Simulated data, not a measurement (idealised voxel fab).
process module | voxel ribs on slabs
cross-section cut | 295 nm wide | cells 5 nm
A cross-section is a grid of square cells, given in bands from the top down. A band is one or more rows of cells.
Each band's line starts with the height of the band's top and of its bottom, in nm. Then come its materials from left to right, each with its width in nm. One material with "throughout" fills the band from edge to edge. "air" is empty space.
Height 0 is the level under which the wafer as received is all one material. The lowest band goes on downwards, as in "0 down".
A width such as "30 to 40" changes by the same amount from each row of cells to the next, from the band's top row to its bottom row.
"no change" after a step means that no cell of the cross-section changed.
closed voids: empty space of 8 cells or more with no open way to the top, each as width x height at its distance from the left edge, in nm
after a step's settings: what the simulator itself notes on the step
overlay nm, on a step with a mask: how far to the right of its planned place the mask lay; to the left if negative
plan
1 op RECEIVE | material Si
2 op DIRECTIONAL_DEP | material SiO2 | thk nm 25
3 op DIRECTIONAL_DEP | material SiN | thk nm 20
4 op MASKED_ETCH | tone cover | mask id RIB | width nm 15 | etch materials SiN | depth nm 10 | overlay nm 0
5 op PATTERN | tone cover | mask id SLAB | material resist | width nm 55 | thk nm 15 | overlay nm 0
6 op DIRECTIONAL_ETCH | etch materials SiN | depth nm 10
7 op STRIP | etch materials resist
8 op FILL_DEP | material SiO2 | thk nm 25
9 op CMP | height nm 60
10 op DIRECTIONAL_DEP | material TiN | thk nm 10
11 op DIRECTIONAL_DEP | material aC | thk nm 15
12 op PATTERN | tone cover | mask id HEATER | material resist | width nm 25 | thk nm 30 | overlay nm 0
13 op DIRECTIONAL_ETCH | etch materials aC | depth nm 15
14 op STRIP | etch materials resist
15 op DIRECTIONAL_ETCH | etch materials TiN | depth nm 10
16 op STRIP | etch materials aC
17 op CONFORMAL_DEP | material SiN | thk nm 10
as received, after step 1
  0 down: Si throughout
  closed voids: none
first wafer at the end, as planned
  80 to 70: air 125 | SiN 45 | air 125
  70 to 60: SiN 135 | TiN 25 | SiN 135
  60 to 45: SiO2 throughout
  45 to 35: SiO2 140 | SiN 15 | SiO2 140
  35 to 25: SiO2 120 | SiN 55 | SiO2 120
  25 to 0: SiO2 throughout
  0 down: Si throughout
  closed voids: none
second wafer at the end: like start, like plan, one mistake
  80 to 70: air 125 | SiN 45 | air 125
  70 to 60: SiN 135 | TiN 25 | SiN 135
  60 to 45: SiO2 throughout
  45 to 40: SiO2 140 | SiN 15 | SiO2 140
  40 to 30: SiO2 120 | SiN 55 | SiO2 120
  30 to 25: SiN throughout
  25 to 0: SiO2 throughout
  0 down: Si throughout
  closed voids: none
what went wrong: step 4 ran as: op MASKED_ETCH | tone cover | mask id RIB | width nm 15 | etch materials SiN | depth nm 5 | overlay nm 0
at the end the second wafer has, in cells: 56 more of SiN | 56 fewer of SiO2
